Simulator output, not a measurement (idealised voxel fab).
This section sets out a process module, namely voxel self aligned vias.
This is section cut - it's 215 nm across, gridded in 5 nm square cells.
In this document a cross-section is written as a grid of square cells. It is given as a series of bands, listed from the top down, and a band is one or more rows of cells. Per band: top height and bottom height in nm, followed by the left-to-right materials and their widths in nm; "full width" marks a single material spanning edge to edge, "empty" marks empty space. Zero point of the height axis is 0; under it, received wafer = one material. Lowest band: continues down indefinitely, "top 0, no bottom". A two-number width, for instance "30 to 40", indicates that the width is equal to the first number in the top row of the band and to the second number in the bottom row, and that it changes by a constant amount per row of cells. Given "no change" for a step, no cell of the cross-section differs between before and after that step. Entry "Enclosed void list". Content: empty spaces with no open connection to the top, size 8 cells or greater. Each: width x height at distance. Distance: from left edge. Unit: nm. What comes after the settings on a step's line is commentary from the simulator itself on that step. The optional step-line setting "overlay nm" applies to steps with a mask and quantifies how far to the right of its planned location the mask lay, a negative value indicating leftward placement.

-- Listed below are the process steps as planned
1 RECEIVE (material Si)
2 CONFORMAL_DEP (material SiO2; thk nm 10)
3 CONFORMAL_DEP (material SiCN; thk nm 5)
4 DIRECTIONAL_DEP (material SiO2; thk nm 20)
5 DIRECTIONAL_DEP (material aC; thk nm 15)
6 PATTERN (tone open; mask id LINES; material resist; width nm 20; pitch nm 60; thk nm 30; overlay nm 0)
7 DIRECTIONAL_ETCH (etch materials aC; depth nm 15)
8 STRIP (etch materials resist)
9 DIRECTIONAL_ETCH (etch materials SiO2; depth nm 20)
10 STRIP (etch materials aC)
11 CONFORMAL_DEP (material TiN; thk nm 5)
12 FILL_DEP (material W; thk nm 10)
13 CMP (height nm 35)
14 SELECTIVE_ETCH (etch materials W Ru TiN; depth nm 10)
15 FILL_DEP (material SiN; thk nm 10)
16 CMP (height nm 35)
17 DIRECTIONAL_DEP (material SiO2; thk nm 15)
18 DIRECTIONAL_DEP (material aC; thk nm 10)
19 PATTERN (tone open; mask id VIAS; material resist; width nm 30; thk nm 30; overlay nm 0)
20 DIRECTIONAL_ETCH (etch materials aC; depth nm 10)
21 STRIP (etch materials resist)
22 DIRECTIONAL_ETCH (etch materials SiO2; depth nm 15)
23 DIRECTIONAL_ETCH (etch materials SiN; depth nm 10)
24 STRIP (etch materials aC)
25 CONFORMAL_DEP (material TiN; thk nm 5)
26 FILL_DEP (material W; thk nm 5)
27 CMP (height nm 50)
28 CONFORMAL_DEP (material SiN; thk nm 5)

-- Cross-section of the incoming wafer, state after step 1
- top 0, no bottom: Si full width
- Enclosed void list: none

-- Below is the wafer in cross-section after the module was completed. It began from the starting point shown above and followed the plan shown above, except that one mistake was made while running it
- top 55, bottom 50: SiN full width
- top 50, bottom 40: 60 nm SiO2  5 nm TiN  20 nm W  5 nm TiN  125 nm SiO2
- top 40, bottom 35: 60 nm SiO2  10 nm TiN  10 nm W  10 nm TiN  125 nm SiO2
- top 35, bottom 30: 65 nm SiO2  5 nm TiN  10 nm W  5 nm TiN  40 nm SiO2  20 nm SiN  70 nm SiO2
- top 30, bottom 25: 65 nm SiO2  20 nm TiN  40 nm SiO2  20 nm SiN  70 nm SiO2
- top 25, bottom 20: 65 nm SiO2  5 nm TiN  10 nm W  5 nm TiN  40 nm SiO2  5 nm TiN  10 nm W  5 nm TiN  70 nm SiO2
- top 20, bottom 15: 65 nm SiO2  20 nm TiN  40 nm SiO2  20 nm TiN  70 nm SiO2
- top 15, bottom 0: SiO2 full width
- top 0, no bottom: Si full width
- Enclosed void list: none
Deviation noted in wafer processing: it should be noted that step 3 was executed with settings other than those planned, the operation and settings actually applied being CONFORMAL_DEP (material SiO2; thk nm 5)
